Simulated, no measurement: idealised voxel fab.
process module | voxel self aligned contacts
cross-section cut | 270 nm wide | cells 5 nm
A cross-section is a grid of square cells, given in bands from the top down. A band is one or more rows of cells.
Each band's line starts with the height of the band's top and of its bottom, in nm. Then come its materials from left to right, each with its width in nm. One material with "throughout" fills the band from edge to edge. "air" is empty space.
Height 0 is the level under which the wafer as received is all one material. The lowest band goes on downwards, as in "0 down".
A width such as "30 to 40" changes by the same amount from each row of cells to the next, from the band's top row to its bottom row.
"no change" after a step means that no cell of the cross-section changed.
closed voids: empty space of 8 cells or more with no open way to the top, each as width x height at its distance from the left edge, in nm
after a step's settings: what the simulator itself notes on the step
overlay nm, on a step with a mask: how far to the right of its planned place the mask lay; to the left if negative
plan
1 op RECEIVE | material Si
2 op CONFORMAL_DEP | material SiO2 | thk nm 5
3 op DIRECTIONAL_DEP | material polySi | thk nm 20
4 op DIRECTIONAL_DEP | material SiN | thk nm 20
5 op DIRECTIONAL_DEP | material aC | thk nm 15
6 op PATTERN | tone cover | mask id GATE | material resist | width nm 25 | pitch nm 65 | thk nm 30 | overlay nm 0
7 op DIRECTIONAL_ETCH | etch materials aC | depth nm 15
8 op STRIP | etch materials resist
9 op DIRECTIONAL_ETCH | etch materials SiN | depth nm 20
10 op DIRECTIONAL_ETCH | etch materials polySi | depth nm 20
11 op STRIP | etch materials aC
12 op CONFORMAL_DEP | material SiN | thk nm 10
13 op DIRECTIONAL_ETCH | etch materials SiN | depth nm 10
14 op FILL_DEP | material SiO2 | thk nm 15
15 op CMP | height nm 55
16 op MASKED_ETCH | tone open | mask id CONTACT | width nm 50 | pitch nm 65 | etch materials SiO2 | depth nm 55 | overlay nm 0
17 op CONFORMAL_DEP | material TiN | thk nm 5
18 op FILL_DEP | material W | thk nm 5
19 op CMP | height nm 55
20 op CONFORMAL_DEP | material SiCN | thk nm 5
as received, after step 1
  0 down: Si throughout
  closed voids: none
a wafer at the end: this start, this plan, one mistake
  60 to 55: SiCN throughout
  55 to 50: SiO2 75 | TiN 5 | W 40 | TiN 5 | SiO2 15 | TiN 5 | W 40 | TiN 5 | SiO2 80
  50 to 45: SiO2 75 | TiN 50 | SiO2 15 | TiN 50 | SiO2 80
  45 to 25: SiN 65 | SiO2 5 | SiN 60 | SiO2 5 | SiN 60 | SiO2 5 | SiN 70
  25 to 5: polySi 55 | SiN 10 | SiO2 5 | SiN 10 | polySi 40 | SiN 10 | SiO2 5 | SiN 10 | polySi 40 | SiN 10 | SiO2 5 | SiN 10 | polySi 60
  5 to 0: SiO2 throughout
  0 down: Si throughout
  closed voids: none
what went wrong: step 6 ran as: op PATTERN | tone open | mask id GATE | material resist | width nm 25 | pitch nm 65 | thk nm 30 | overlay nm 0
